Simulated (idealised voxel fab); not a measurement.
This is a process module. Its name is voxel self aligned vias.
Section cut is 190 nm wide and gridded with 5 nm square cells.
For the purposes of this document, a cross-section shall be understood as a grid of square cells, specified as bands listed in top-to-bottom order, each band consisting of one or more rows of cells.
The band entry comprises the height of the band's top followed by the height of its bottom, expressed in nm, and subsequently the band's materials from left to right, each stated together with its width in nm. Where a single material is marked with the word "edge to edge", that material fills the band from edge to edge. The word "air" represents empty space.
Below 0: as-received wafer, all one material; heights counted from there. Lowest band: no bottom, goes on down, written "0 down".
Note: "30..40" means the width goes from the first number (top row of the band) to the second number (bottom row) in equal steps per row of cells.
"no change" for a step: no cell of the cross-section changed in that step.
"Fully closed voids" specifies each empty space that is not open to the top and that occupies no fewer than 8 cells, using the form width x height at distance, the distance measured from the left edge and all three quantities in nm.
Whatever follows a step's settings on its line is a remark the simulator itself makes about that step.
A step's line can hold "overlay nm"; with a mask on that step, the setting says how far right of the planned place the mask lay, while a negative setting says it lay to the left.

The planned process steps are enumerated hereunder:
step 1: RECEIVE: material Si
step 2: CONFORMAL_DEP: material SiO2, thk nm 15
step 3: CONFORMAL_DEP: material SiCN, thk nm 5
step 4: DIRECTIONAL_DEP: material lowk, thk nm 25
step 5: PATTERN: tone open, mask id LINES, material resist, width nm 30, pitch nm 55, thk nm 15, overlay nm 0
step 6: DIRECTIONAL_ETCH: etch materials lowk, depth nm 25
step 7: STRIP: etch materials resist
step 8: CONFORMAL_DEP: material TiN, thk nm 5
step 9: FILL_DEP: material W, thk nm 10
step 10: CMP: height nm 45
step 11: SELECTIVE_ETCH: etch materials W Ru TiN, depth nm 5
step 12: FILL_DEP: material SiN, thk nm 10
step 13: CMP: height nm 45
step 14: DIRECTIONAL_DEP: material lowk, thk nm 15
step 15: MASKED_ETCH: tone open, mask id VIAS, width nm 40, pitch nm 55, etch materials lowk, depth nm 15, overlay nm 0
step 16: MASKED_ETCH: tone open, mask id VIAS, width nm 40, pitch nm 55, etch materials SiN, depth nm 5, overlay nm 0
step 17: CONFORMAL_DEP: material TiN, thk nm 5
step 18: FILL_DEP: material Ru, thk nm 5
step 19: CMP: height nm 60
step 20: CONFORMAL_DEP: material SiCN, thk nm 5

What follows covers the first of two wafers; it ran as planned:

Here's what the wafer looked like in cross-section when it arrived - that's after step 1:
- 0 down = Si edge to edge
- Fully closed voids: none

Presented here is a cross-section of the wafer after step 2 has been performed:
- 15 to 0 = SiO2 edge to edge
- Lower than 0, everything is as it was.

Presented here is a cross-section of the wafer after step 3 has been performed:
- 20 to 15 = SiCN edge to edge
- Lower than 15, everything is as it was.

Presented here is a cross-section of the wafer after step 4 has been performed:
- 45 to 20 = lowk edge to edge
- Lower than 20, everything is as it was.

Presented here is a cross-section of the wafer after step 5 has been performed:
- 60 to 45 = resist=50, then air=30, then resist=25, then air=30, then resist=55
- Lower than 45, everything is as it was.

Presented here is a cross-section of the wafer after step 6 has been performed:
- 60 to 45 = resist=50, then air=30, then resist=25, then air=30, then resist=55
- 45 to 20 = lowk=50, then air=30, then lowk=25, then air=30, then lowk=55
- Lower than 20, everything is as it was.

Presented here is a cross-section of the wafer after step 7 has been performed:
- 45 to 20 = lowk=50, then air=30, then lowk=25, then air=30, then lowk=55
- Lower than 20, everything is as it was.

Presented here is a cross-section of the wafer after step 8 has been performed:
- 50 to 45 = TiN=55, then air=20, then TiN=35, then air=20, then TiN=60
- 45 to 25 = lowk=50, then TiN=5, then air=20, then TiN=5, then lowk=25, then TiN=5, then air=20, then TiN=5, then lowk=55
- 25 to 20 = lowk=50, then TiN=30, then lowk=25, then TiN=30, then lowk=55
- Lower than 20, everything is as it was.

Presented here is a cross-section of the wafer after step 9 has been performed:
- 60 to 50 = W edge to edge
- 50 to 45 = TiN=55, then W=20, then TiN=35, then W=20, then TiN=60
- 45 to 25 = lowk=50, then TiN=5, then W=20, then TiN=5, then lowk=25, then TiN=5, then W=20, then TiN=5, then lowk=55
- Lower than 25, everything is as it was.

Presented here is a cross-section of the wafer after step 10 has been performed:
- 45 to 25 = lowk=50, then TiN=5, then W=20, then TiN=5, then lowk=25, then TiN=5, then W=20, then TiN=5, then lowk=55
- Lower than 25, everything is as it was.

Presented here is a cross-section of the wafer after step 11 has been performed:
- 45 to 40 = lowk=50, then air=30, then lowk=25, then air=30, then lowk=55
- Lower than 40, everything is as it was.

Presented here is a cross-section of the wafer after step 12 has been performed:
- 55 to 45 = SiN edge to edge
- 45 to 40 = lowk=50, then SiN=30, then lowk=25, then SiN=30, then lowk=55
- Lower than 40, everything is as it was.

Presented here is a cross-section of the wafer after step 13 has been performed:
- 45 to 40 = lowk=50, then SiN=30, then lowk=25, then SiN=30, then lowk=55
- Lower than 40, everything is as it was.

Presented here is a cross-section of the wafer after step 14 has been performed:
- 60 to 45 = lowk edge to edge
- Lower than 45, everything is as it was.

Presented here is a cross-section of the wafer after step 15 has been performed:
- 60 to 45 = lowk=45, then air=40, then lowk=15, then air=40, then lowk=50
- Lower than 45, everything is as it was.

Presented here is a cross-section of the wafer after step 16 has been performed:
- 60 to 45 = lowk=45, then air=40, then lowk=15, then air=40, then lowk=50
- 45 to 40 = lowk=50, then air=30, then lowk=25, then air=30, then lowk=55
- Lower than 40, everything is as it was.

Presented here is a cross-section of the wafer after step 17 has been performed:
- 65 to 60 = TiN=50, then air=30, then TiN=25, then air=30, then TiN=55
- 60 to 50 = lowk=45, then TiN=5, then air=30, then TiN=5, then lowk=15, then TiN=5, then air=30, then TiN=5, then lowk=50
- 50 to 45 = lowk=45, then TiN=10, then air=20, then TiN=10, then lowk=15, then TiN=10, then air=20, then TiN=10, then lowk=50
- 45 to 40 = lowk=50, then TiN=30, then lowk=25, then TiN=30, then lowk=55
- Lower than 40, everything is as it was.

Presented here is a cross-section of the wafer after step 18 has been performed:
- 70 to 65 = Ru edge to edge
- 65 to 60 = TiN=50, then Ru=30, then TiN=25, then Ru=30, then TiN=55
- 60 to 50 = lowk=45, then TiN=5, then Ru=30, then TiN=5, then lowk=15, then TiN=5, then Ru=30, then TiN=5, then lowk=50
- 50 to 45 = lowk=45, then TiN=10, then Ru=20, then TiN=10, then lowk=15, then TiN=10, then Ru=20, then TiN=10, then lowk=50
- Lower than 45, everything is as it was.

Presented here is a cross-section of the wafer after step 19 has been performed:
- 60 to 50 = lowk=45, then TiN=5, then Ru=30, then TiN=5, then lowk=15, then TiN=5, then Ru=30, then TiN=5, then lowk=50
- Lower than 50, everything is as it was.

Presented here is a cross-section of the wafer after step 20 has been performed:
- 65 to 60 = SiCN edge to edge
- Lower than 60, everything is as it was.

The second wafer began exactly as the first did and followed the same plan, but one mistake was made while running it; through step 1 inclusive, the two wafers are identical:

Second wafer cross-section, taken as of the time the plan sets for step 2 to be done: no change

Second wafer cross-section, taken as of the time the plan sets for step 3 to be done:
- 5 to 0 = SiCN edge to edge
- Lower than 0, everything is as it was.

Second wafer cross-section, taken as of the time the plan sets for step 4 to be done:
- 30 to 5 = lowk edge to edge
- Lower than 5, everything is as it was.

Second wafer cross-section, taken as of the time the plan sets for step 5 to be done:
- 45 to 30 = resist=50, then air=30, then resist=25, then air=30, then resist=55
- Lower than 30, everything is as it was.

Second wafer cross-section, taken as of the time the plan sets for step 6 to be done:
- 45 to 30 = resist=50, then air=30, then resist=25, then air=30, then resist=55
- 30 to 5 = lowk=50, then air=30, then lowk=25, then air=30, then lowk=55
- Lower than 5, everything is as it was.

Second wafer cross-section, taken as of the time the plan sets for step 7 to be done:
- 30 to 5 = lowk=50, then air=30, then lowk=25, then air=30, then lowk=55
- Lower than 5, everything is as it was.

Second wafer cross-section, taken as of the time the plan sets for step 8 to be done:
- 35 to 30 = TiN=55, then air=20, then TiN=35, then air=20, then TiN=60
- 30 to 10 = lowk=50, then TiN=5, then air=20, then TiN=5, then lowk=25, then TiN=5, then air=20, then TiN=5, then lowk=55
- 10 to 5 = lowk=50, then TiN=30, then lowk=25, then TiN=30, then lowk=55
- Lower than 5, everything is as it was.

Second wafer cross-section, taken as of the time the plan sets for step 9 to be done:
- 45 to 35 = W edge to edge
- 35 to 30 = TiN=55, then W=20, then TiN=35, then W=20, then TiN=60
- 30 to 10 = lowk=50, then TiN=5, then W=20, then TiN=5, then lowk=25, then TiN=5, then W=20, then TiN=5, then lowk=55
- Lower than 10, everything is as it was.

Second wafer cross-section, taken as of the time the plan sets for step 10 to be done: no change

Second wafer cross-section, taken as of the time the plan sets for step 11 to be done:
- 40 to 35 = W edge to edge
- Lower than 35, everything is as it was.

Second wafer cross-section, taken as of the time the plan sets for step 12 to be done:
- 50 to 40 = SiN edge to edge
- Lower than 40, everything is as it was.

Second wafer cross-section, taken as of the time the plan sets for step 13 to be done:
- 45 to 40 = SiN edge to edge
- Lower than 40, everything is as it was.

Second wafer cross-section, taken as of the time the plan sets for step 14 to be done:
- 60 to 45 = lowk edge to edge
- Lower than 45, everything is as it was.

Second wafer cross-section, taken as of the time the plan sets for step 15 to be done:
- 60 to 45 = lowk=45, then air=40, then lowk=15, then air=40, then lowk=50
- Lower than 45, everything is as it was.

Second wafer cross-section, taken as of the time the plan sets for step 16 to be done:
- 60 to 45 = lowk=45, then air=40, then lowk=15, then air=40, then lowk=50
- 45 to 40 = SiN=45, then air=40, then SiN=15, then air=40, then SiN=50
- Lower than 40, everything is as it was.

Second wafer cross-section, taken as of the time the plan sets for step 17 to be done:
- 65 to 60 = TiN=50, then air=30, then TiN=25, then air=30, then TiN=55
- 60 to 45 = lowk=45, then TiN=5, then air=30, then TiN=5, then lowk=15, then TiN=5, then air=30, then TiN=5, then lowk=50
- 45 to 40 = SiN=45, then TiN=40, then SiN=15, then TiN=40, then SiN=50
- Lower than 40, everything is as it was.

Second wafer cross-section, taken as of the time the plan sets for step 18 to be done:
- 70 to 65 = Ru edge to edge
- 65 to 60 = TiN=50, then Ru=30, then TiN=25, then Ru=30, then TiN=55
- 60 to 45 = lowk=45, then TiN=5, then Ru=30, then TiN=5, then lowk=15, then TiN=5, then Ru=30, then TiN=5, then lowk=50
- Lower than 45, everything is as it was.

Second wafer cross-section, taken as of the time the plan sets for step 19 to be done:
- 60 to 45 = lowk=45, then TiN=5, then Ru=30, then TiN=5, then lowk=15, then TiN=5, then Ru=30, then TiN=5, then lowk=50
- Lower than 45, everything is as it was.

Second wafer cross-section, taken as of the time the plan sets for step 20 to be done:
- 65 to 60 = SiCN edge to edge
- Lower than 60, everything is as it was.
Misprocessing identified: step 2 of the plan was omitted and not executed
The closing comparison, in cells, has the second wafer with more or fewer of some materials than the first: +4 Ru | +22 SiN | -114 SiO2 | +34 TiN | +54 W
